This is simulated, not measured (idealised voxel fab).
process module | voxel double patterning
cross-section cut | 225 nm wide | cells 5 nm
A cross-section is a grid of square cells, given in bands from the top down. A band is one or more rows of cells.
Each band's line starts with the height of the band's top and of its bottom, in nm. Then come its materials from left to right, each with its width in nm. One material with "throughout" fills the band from edge to edge. "air" is empty space.
Height 0 is the level under which the wafer as received is all one material. The lowest band goes on downwards, as in "0 down".
A width such as "30 to 40" changes by the same amount from each row of cells to the next, from the band's top row to its bottom row.
"no change" after a step means that no cell of the cross-section changed.
closed voids: empty space of 8 cells or more with no open way to the top, each as width x height at its distance from the left edge, in nm
after a step's settings: what the simulator itself notes on the step
overlay nm, on a step with a mask: how far to the right of its planned place the mask lay; to the left if negative
plan
1 op RECEIVE | material Si
2 op CONFORMAL_DEP | material SiN | thk nm 5
3 op DIRECTIONAL_DEP | material SiO2 | thk nm 15
4 op DIRECTIONAL_DEP | material SiCN | thk nm 10
5 op PATTERN | tone open | mask id FIRST | material resist | width nm 15 | pitch nm 50 | thk nm 15 | overlay nm 0
6 op DIRECTIONAL_ETCH | etch materials SiCN | depth nm 10
7 op STRIP | etch materials resist
8 op MASKED_ETCH | tone open | mask id SECOND | width nm 15 | pitch nm 50 | etch materials SiCN | depth nm 10 | overlay nm 0
9 op DIRECTIONAL_ETCH | etch materials SiO2 | depth nm 15
10 op STRIP | etch materials SiCN
as received, after step 1
  0 down: Si throughout
  closed voids: none
first wafer at the end, as planned
  20 to 5: SiO2 55 | air 15 | SiO2 10 | air 15 | SiO2 10 | air 15 | SiO2 10 | air 15 | SiO2 10 | air 15 | SiO2 55
  5 to 0: SiN throughout
  0 down: Si throughout
  closed voids: none
second wafer at the end: like start, like plan, one mistake
  20 to 15: SiN throughout
  15 to 0: SiO2 throughout
  0 down: Si throughout
  closed voids: none
what went wrong: steps 2 and 3 were swapped
at the end the second wafer has, in cells: 45 more of SiO2
